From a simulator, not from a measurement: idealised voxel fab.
Process module heading - voxel capacitor over wiring
The figure presents cross-section cut, which has a width of 215 nm and is divided into square cells with an edge length of 5 nm.
A cross-section is written here as square cells arranged in a grid, and it is given in bands from the top down, each band taking up one or more rows of cells.
Heights first: top, then bottom, in nm. Then materials, left to right, each with a width in nm. "edge to edge" on a single material: fills the band edge to edge. "air": empty space.
The level at which height equals 0 is the one under which the wafer, as it arrives, is entirely one material. No lower edge exists for the bottom band, which continues downward and is notated as in "0 -> down".
The width entry "30->40" should be interpreted row by row: the top row of cells in the band takes the first number, the bottom row takes the second number, and the change between adjacent rows is uniform throughout.
No cell of the cross-section changed in a step that is given as "everything unchanged".
In the "Unvented voids" entry, you get each enclosed empty space of 8 cells or more, one with no open way to the top, written width x height at distance, distance from the left edge, in nm.
Whatever follows a step's settings on its line is a remark the simulator itself makes about that step.
The "overlay nm" setting may appear on a step's line; for a step that uses a mask, it gives how far to the right of its planned position the mask lay, and a negative value indicates the left.
INTENDED PROCESS STEPS
step 1: RECEIVE | material Si
step 2: CONFORMAL_DEP | material SiO2 | thk nm 10
step 3: DIRECTIONAL_DEP | material TiN | thk nm 5
step 4: DIRECTIONAL_DEP | material W | thk nm 15
step 5: PATTERN | tone cover | mask id METAL_1 | material resist | width nm 25 | pitch nm 95 | thk nm 20 | overlay nm 0
step 6: DIRECTIONAL_ETCH | etch materials W | depth nm 15
step 7: DIRECTIONAL_ETCH | etch materials TiN | depth nm 5
step 8: STRIP | etch materials resist
step 9: CONFORMAL_DEP | material SiN | thk nm 5
step 10: FILL_DEP | material lowk | thk nm 5
step 11: CMP | height nm 30
step 12: CONFORMAL_DEP | material SiCN | thk nm 5
step 13: DIRECTIONAL_DEP | material lowk | thk nm 10
step 14: PATTERN | tone open | mask id PLUG_1 | material resist | width nm 15 | thk nm 20 | overlay nm 0
step 15: DIRECTIONAL_ETCH | etch materials lowk | depth nm 10
step 16: DIRECTIONAL_ETCH | etch materials SiCN | depth nm 5
step 17: STRIP | etch materials resist
step 18: CONFORMAL_DEP | material TiN | thk nm 5
step 19: FILL_DEP | material Ru | thk nm 10
step 20: CMP | height nm 45
step 21: DIRECTIONAL_DEP | material TiN | thk nm 10
step 22: DIRECTIONAL_DEP | material SiN | thk nm 5
step 23: DIRECTIONAL_DEP | material TiN | thk nm 5
step 24: MASKED_ETCH | tone cover | mask id UPPER_PLATE | width nm 75 | etch materials TiN | depth nm 5 | overlay nm 0
step 25: MASKED_ETCH | tone cover | mask id UPPER_PLATE | width nm 75 | etch materials SiN | depth nm 5 | overlay nm 0
step 26: DIRECTIONAL_DEP | material aC | thk nm 10
step 27: PATTERN | tone cover | mask id LOWER_PLATE | material resist | width nm 85 | thk nm 30 | overlay nm 0
step 28: DIRECTIONAL_ETCH | etch materials aC | depth nm 10
step 29: STRIP | etch materials resist
step 30: DIRECTIONAL_ETCH | etch materials TiN | depth nm 10
step 31: STRIP | etch materials aC
step 32: FILL_DEP | material SiO2 | thk nm 15
step 33: CMP | height nm 75
step 34: PATTERN | tone open | mask id PLUG_2 | material resist | width nm 15 | thk nm 20 | overlay nm 0
step 35: DIRECTIONAL_ETCH | etch materials SiO2 | depth nm 10
step 36: STRIP | etch materials resist
step 37: CONFORMAL_DEP | material TiN | thk nm 5
step 38: FILL_DEP | material Ru | thk nm 5
step 39: CMP | height nm 75
step 40: CONFORMAL_DEP | material SiCN | thk nm 5
INCOMING WAFER IN CROSS-SECTION (STATE: AFTER STEP 1)
- 0 -> down  Si edge to edge
- Unvented voids: none
THE MODULE WAS RUN FROM THE START SHOWN ABOVE USING THE PLAN SHOWN ABOVE, BUT ONE MISTAKE WAS MADE DOING IT; THE RESULTING WAFER CROSS-SECTION IS BELOW
- 80 -> 75  SiCN edge to edge
- 75 -> 70  SiO2=65 | TiN=5 | Ru=5 | TiN=5 | SiO2=135
- 70 -> 60  SiO2=65->55 | TiN=15->75 | SiO2=135->85
- 60 -> 55  SiO2=55 | SiN=75 | SiO2=85
- 55 -> 45  SiO2=50 | TiN=85 | SiO2=80
- 45 -> 35  lowk=55 | TiN=5 | Ru=5 | TiN=5 | lowk=145
- 35 -> 30  SiCN=55 | TiN=15 | SiCN=145
- 30 -> 15  lowk=50 | SiN=5 | W=25 | SiN=5 | lowk=60 | SiN=5 | W=25 | SiN=5 | lowk=35
- 15 -> 10  SiN=55 | TiN=25 | SiN=70 | TiN=25 | SiN=40
- 10 -> 0  SiO2 edge to edge
- 0 -> down  Si edge to edge
- Unvented voids: none
Heads up, the wafer didn't run the way we planned it: step 5 off recipe, ran as PATTERN | tone cover | mask id METAL_1 | material resist | width nm 25 | pitch nm 95 | thk nm 20 | overlay nm 10
